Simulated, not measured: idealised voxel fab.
process module | voxel wiring stack
Cross-section cut spans 285 nm and uses square cells 5 nm in size.
A cross-section is written here as square cells arranged in a grid, and it is given in bands from the top down, each band taking up one or more rows of cells. The entry gives the band's vertical extent as a top height and a bottom height in nm, then its horizontal make-up as materials from left to right, each with a width in nm. "blank" stands for empty space; a single material marked "all across" fills the band edge to edge. Counting heights begins at 0, where everything beneath is, in the wafer as received, one material. The lowest band has no bottom; it goes on downwards, as "z 0 and below" shows. A two-number width, for instance "30..40", indicates that the width is equal to the first number in the top row of the band and to the second number in the bottom row, and that it changes by a constant amount per row of cells. For the purposes of this document, the phrase "everything unchanged" attached to a step denotes that no cell within the cross-section was modified by that step. Enclosed voids (no open way to top), threshold 8 cells or more, entry "Unvented internal voids", notation width x height at distance, distance from left edge, nm. If you see something after the settings on a step's line, that's the simulator's own remark about that step. "overlay nm" on a masked step: distance the mask lay right of its planned place, negative for left.

**plan**
1,RECEIVE,material Si
2,CONFORMAL_DEP,material SiO2,thk nm 15
3,CONFORMAL_DEP,material SiCN,thk nm 5
4,DIRECTIONAL_DEP,material lowk,thk nm 15
5,DIRECTIONAL_DEP,material aC,thk nm 10
6,PATTERN,tone open,mask id METAL_1,material resist,width nm 20,pitch nm 50,thk nm 30,overlay nm 0
7,DIRECTIONAL_ETCH,etch materials aC,depth nm 10
8,STRIP,etch materials resist
9,DIRECTIONAL_ETCH,etch materials lowk,depth nm 15
10,DIRECTIONAL_ETCH,etch materials SiCN,depth nm 5
11,STRIP,etch materials aC
12,CONFORMAL_DEP,material TiN,thk nm 5
13,FILL_DEP,material Cu,thk nm 10
14,CMP,height nm 35
15,CONFORMAL_DEP,material SiCN,thk nm 5
16,DIRECTIONAL_DEP,material lowk,thk nm 30
17,PATTERN,tone open,mask id METAL_2_HOLES,material resist,width nm 15,pitch nm 50,thk nm 15,overlay nm 0
18,DIRECTIONAL_ETCH,etch materials lowk,depth nm 30
19,STRIP,etch materials resist
20,DIRECTIONAL_DEP,material aC,thk nm 15
21,PATTERN,tone open,mask id METAL_2,material resist,width nm 20,pitch nm 50,thk nm 35,overlay nm 0
22,DIRECTIONAL_ETCH,etch materials aC,depth nm 15
23,STRIP,etch materials resist
24,DIRECTIONAL_ETCH,etch materials lowk,depth nm 15
25,DIRECTIONAL_ETCH,etch materials SiCN,depth nm 5
26,STRIP,etch materials aC
27,CONFORMAL_DEP,material TiN,thk nm 5
28,FILL_DEP,material Cu,thk nm 5
29,CMP,height nm 70
30,CONFORMAL_DEP,material SiCN,thk nm 5

**As-received wafer cross-section (after step 1)**
	z 0 and below  Si all across
	Unvented internal voids: none

**Module complete - cross-section of the first of two wafers, run according to plan**
	z 75 to 70  SiCN all across
	z 70 to 60  80 nm lowk | 5 nm TiN | 10 nm Cu | 5 nm TiN | 30 nm lowk | 5 nm TiN | 10 nm Cu | 5 nm TiN | 30 nm lowk | 5 nm TiN | 10 nm Cu | 5 nm TiN | 85 nm lowk
	z 60 to 55  80 nm lowk | 5 nm TiN | 5 nm Cu | 10 nm TiN | 30 nm lowk | 5 nm TiN | 5 nm Cu | 10 nm TiN | 30 nm lowk | 5 nm TiN | 5 nm Cu | 10 nm TiN | 85 nm lowk
	z 55 to 40  80 nm lowk | 5 nm TiN | 5 nm Cu | 5 nm TiN | 35 nm lowk | 5 nm TiN | 5 nm Cu | 5 nm TiN | 35 nm lowk | 5 nm TiN | 5 nm Cu | 5 nm TiN | 90 nm lowk
	z 40 to 35  80 nm SiCN | 15 nm TiN | 35 nm SiCN | 15 nm TiN | 35 nm SiCN | 15 nm TiN | 90 nm SiCN
	z 35 to 20  80 nm lowk | 5 nm TiN | 10 nm Cu | 5 nm TiN | 30 nm lowk | 5 nm TiN | 10 nm Cu | 5 nm TiN | 30 nm lowk | 5 nm TiN | 10 nm Cu | 5 nm TiN | 85 nm lowk
	z 20 to 15  80 nm SiCN | 20 nm TiN | 30 nm SiCN | 20 nm TiN | 30 nm SiCN | 20 nm TiN | 85 nm SiCN
	z 15 to 0  SiO2 all across
	z 0 and below  Si all across
	Unvented internal voids: none

**This cross-section belongs to the second wafer of two at the end of the module; the start and the plan were shared with the first, and the run included one mistake**
	z 75 to 70  SiCN all across
	z 70 to 60  90 nm Cu | 5 nm TiN | 5 nm lowk | 5 nm TiN | 35 nm Cu | 5 nm TiN | 5 nm lowk | 5 nm TiN | 35 nm Cu | 5 nm TiN | 5 nm lowk | 5 nm TiN | 80 nm Cu
	z 60 to 55  85 nm TiN | 5 nm Cu | 5 nm TiN | 5 nm lowk | 35 nm TiN | 5 nm Cu | 5 nm TiN | 5 nm lowk | 35 nm TiN | 5 nm Cu | 5 nm TiN | 5 nm lowk | 85 nm TiN
	z 55 to 45  80 nm lowk | 5 nm TiN | 5 nm Cu | 5 nm TiN | 35 nm lowk | 5 nm TiN | 5 nm Cu | 5 nm TiN | 35 nm lowk | 5 nm TiN | 5 nm Cu | 5 nm TiN | 90 nm lowk
	z 45 to 40  80 nm lowk | 15 nm TiN | 35 nm lowk | 15 nm TiN | 35 nm lowk | 15 nm TiN | 90 nm lowk
	z 40 to 35  SiCN all across
	z 35 to 20  80 nm lowk | 5 nm TiN | 10 nm Cu | 5 nm TiN | 30 nm lowk | 5 nm TiN | 10 nm Cu | 5 nm TiN | 30 nm lowk | 5 nm TiN | 10 nm Cu | 5 nm TiN | 85 nm lowk
	z 20 to 15  80 nm SiCN | 20 nm TiN | 30 nm SiCN | 20 nm TiN | 30 nm SiCN | 20 nm TiN | 85 nm SiCN
	z 15 to 0  SiO2 all across
	z 0 and below  Si all across
	Unvented internal voids: none
In executing the process, a mistake was made relative to the plan: note that step 21 departed from the planned setting and was carried out as PATTERN,tone cover,mask id METAL_2,material resist,width nm 20,pitch nm 50,thk nm 35,overlay nm 0
Bottom line after processing is that, in cells, the second wafer is up or down on some materials versus the first: Cu: 81 more | SiCN: 9 more | TiN: 36 more | lowk: 126 fewer
